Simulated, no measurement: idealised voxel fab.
Title: Process Module voxel wiring stack
Shown is cross-section cut, with a width of 235 nm and square cells of size 5 nm.
Reading order for cross-sections: top band down to bottom band. Underlying form: a grid of square cells. Band size: one or more rows of cells. A band entry consists of two parts. The first gives the height of the band's top and the height of its bottom, in nm. The rest lists the band's materials from left to right, each with its width in nm. A single material labelled with the word "throughout" fills the band from edge to edge, and the word "empty" marks empty space. Heights from 0 (as-received wafer is one material below). Bottom band endless downward, as "0..down". So if you see something like "30->40" for the width, read it as the top row of the band sitting at the first number and the bottom row at the second, with every row in between moving by the same amount as the last. No cell of the cross-section changed in a step that is given as "same as before". Any empty space of 8 cells or more lacking an open way to the top shows up in "Entrapped voids" as width x height at distance, distance from the left edge, in nm. Step line, after settings: the simulator's comment on this step. The "overlay nm" setting may appear on a step's line; for a step that uses a mask, it gives how far to the right of its planned position the mask lay, and a negative value indicates the left.

## These are the steps we planned for the process
1,op RECEIVE | material Si
2,op CONFORMAL_DEP | material SiO2 | thk nm 10
3,op CONFORMAL_DEP | material SiCN | thk nm 5
4,op DIRECTIONAL_DEP | material lowk | thk nm 15
5,op DIRECTIONAL_DEP | material aC | thk nm 15
6,op PATTERN | tone open | mask id METAL_1 | material resist | width nm 25 | pitch nm 50 | thk nm 30 | overlay nm 0
7,op DIRECTIONAL_ETCH | etch materials aC | depth nm 15
8,op STRIP | etch materials resist
9,op DIRECTIONAL_ETCH | etch materials lowk | depth nm 15
10,op DIRECTIONAL_ETCH | etch materials SiCN | depth nm 5
11,op STRIP | etch materials aC
12,op CONFORMAL_DEP | material TiN | thk nm 5
13,op FILL_DEP | material Cu | thk nm 10
14,op CMP | height nm 30
15,op CONFORMAL_DEP | material SiCN | thk nm 5
16,op DIRECTIONAL_DEP | material lowk | thk nm 15
17,op DIRECTIONAL_DEP | material aC | thk nm 10
18,op PATTERN | tone open | mask id PLUG_1 | material resist | width nm 15 | pitch nm 50 | thk nm 30 | overlay nm 0
19,op DIRECTIONAL_ETCH | etch materials aC | depth nm 10
20,op STRIP | etch materials resist
21,op DIRECTIONAL_ETCH | etch materials lowk | depth nm 15
22,op DIRECTIONAL_ETCH | etch materials SiCN | depth nm 5
23,op STRIP | etch materials aC
24,op CONFORMAL_DEP | material TiN | thk nm 5
25,op FILL_DEP | material Cu | thk nm 5
26,op CMP | height nm 50
27,op CONFORMAL_DEP | material SiCN | thk nm 5
28,op DIRECTIONAL_DEP | material SiO2 | thk nm 20
29,op PATTERN | tone open | mask id METAL_2 | material resist | width nm 25 | pitch nm 50 | thk nm 20 | overlay nm 0
30,op DIRECTIONAL_ETCH | etch materials SiO2 | depth nm 20
31,op DIRECTIONAL_ETCH | etch materials SiCN | depth nm 5
32,op STRIP | etch materials resist
33,op CONFORMAL_DEP | material TiN | thk nm 5
34,op FILL_DEP | material W | thk nm 10
35,op CMP | height nm 75
36,op CONFORMAL_DEP | material SiCN | thk nm 5
37,op DIRECTIONAL_DEP | material SiO2 | thk nm 25
38,op DIRECTIONAL_DEP | material aC | thk nm 15
39,op PATTERN | tone open | mask id METAL_3 | material resist | width nm 25 | pitch nm 50 | thk nm 35 | overlay nm 0
40,op DIRECTIONAL_ETCH | etch materials aC | depth nm 15
41,op STRIP | etch materials resist
42,op DIRECTIONAL_ETCH | etch materials SiO2 | depth nm 15
43,op STRIP | etch materials aC
44,op PATTERN | tone open | mask id METAL_3_HOLES | material resist | width nm 15 | pitch nm 50 | thk nm 15 | overlay nm 0
45,op DIRECTIONAL_ETCH | etch materials SiO2 | depth nm 10
46,op DIRECTIONAL_ETCH | etch materials SiCN | depth nm 5
47,op STRIP | etch materials resist
48,op CONFORMAL_DEP | material TiN | thk nm 5
49,op FILL_DEP | material Ru | thk nm 10
50,op CMP | height nm 105
51,op CONFORMAL_DEP | material SiCN | thk nm 5

## Incoming wafer in cross-section (state: after step 1)
    0..down  Si throughout
    Entrapped voids: none

## Cross-section, first of two wafers, end of module, run as planned
    110..105  SiCN throughout
    105..95  SiO2 80 nm / TiN 5 nm / Ru 15 nm / TiN 5 nm / SiO2 25 nm / TiN 5 nm / Ru 15 nm / TiN 5 nm / SiO2 80 nm
    95..90  SiO2 80 nm / TiN 5 nm / Ru 5 nm / TiN 15 nm / SiO2 25 nm / TiN 5 nm / Ru 5 nm / TiN 15 nm / SiO2 80 nm
    90..80  SiO2 80 nm / TiN 5 nm / Ru 5 nm / TiN 5 nm / SiO2 35 nm / TiN 5 nm / Ru 5 nm / TiN 5 nm / SiO2 90 nm
    80..75  SiCN 80 nm / TiN 15 nm / SiCN 35 nm / TiN 15 nm / SiCN 90 nm
    75..55  SiO2 80 nm / TiN 5 nm / W 15 nm / TiN 5 nm / SiO2 25 nm / TiN 5 nm / W 15 nm / TiN 5 nm / SiO2 80 nm
    55..50  SiCN 80 nm / TiN 25 nm / SiCN 25 nm / TiN 25 nm / SiCN 80 nm
    50..35  lowk 80 nm / TiN 5 nm / Cu 5 nm / TiN 5 nm / lowk 35 nm / TiN 5 nm / Cu 5 nm / TiN 5 nm / lowk 90 nm
    35..30  SiCN 80 nm / TiN 15 nm / SiCN 35 nm / TiN 15 nm / SiCN 90 nm
    30..15  lowk 80 nm / TiN 5 nm / Cu 15 nm / TiN 5 nm / lowk 25 nm / TiN 5 nm / Cu 15 nm / TiN 5 nm / lowk 80 nm
    15..10  SiCN 80 nm / TiN 25 nm / SiCN 25 nm / TiN 25 nm / SiCN 80 nm
    10..0  SiO2 throughout
    0..down  Si throughout
    Entrapped voids: none

## Here's the second of our two wafers sectioned at module end. Same start as the first, same plan, but one mistake got made running it
    110..105  SiCN throughout
    105..95  SiO2 80 nm / TiN 5 nm / Ru 15 nm / TiN 5 nm / SiO2 25 nm / TiN 5 nm / Ru 15 nm / TiN 5 nm / SiO2 80 nm
    95..90  SiO2 80 nm / TiN 5 nm / Ru 5 nm / TiN 15 nm / SiO2 25 nm / TiN 5 nm / Ru 5 nm / TiN 15 nm / SiO2 80 nm
    90..80  SiO2 80 nm / TiN 5 nm / Ru 5 nm / TiN 5 nm / SiO2 35 nm / TiN 5 nm / Ru 5 nm / TiN 5 nm / SiO2 90 nm
    80..75  SiCN 80 nm / TiN 15 nm / SiCN 35 nm / TiN 15 nm / SiCN 90 nm
    75..55  SiO2 80 nm / TiN 5 nm / W 15 nm / TiN 5 nm / SiO2 25 nm / TiN 5 nm / W 15 nm / TiN 5 nm / SiO2 80 nm
    55..50  SiCN 80 nm / TiN 25 nm / SiCN 25 nm / TiN 25 nm / SiCN 80 nm
    50..35  lowk 80 nm / TiN 5 nm / Cu 5 nm / TiN 5 nm / lowk 35 nm / TiN 5 nm / Cu 5 nm / TiN 5 nm / lowk 90 nm
    35..30  SiCN 80 nm / TiN 15 nm / SiCN 35 nm / TiN 15 nm / SiCN 90 nm
    30..15  lowk 85 nm / TiN 5 nm / Cu 5 nm / TiN 5 nm / lowk 35 nm / TiN 5 nm / Cu 5 nm / TiN 5 nm / lowk 85 nm
    15..10  SiCN 85 nm / TiN 15 nm / SiCN 35 nm / TiN 15 nm / SiCN 85 nm
    10..0  SiO2 throughout
    0..down  Si throughout
    Entrapped voids: none
Here's what went sideways: step 6 off recipe, ran as op PATTERN | tone open | mask id METAL_1 | material resist | width nm 15 | pitch nm 50 | thk nm 30 | overlay nm 0
Wrapping up, a cell-based count of both wafers puts the second over or under the first for these materials: -12 Cu | +4 SiCN | -4 TiN | +12 lowk
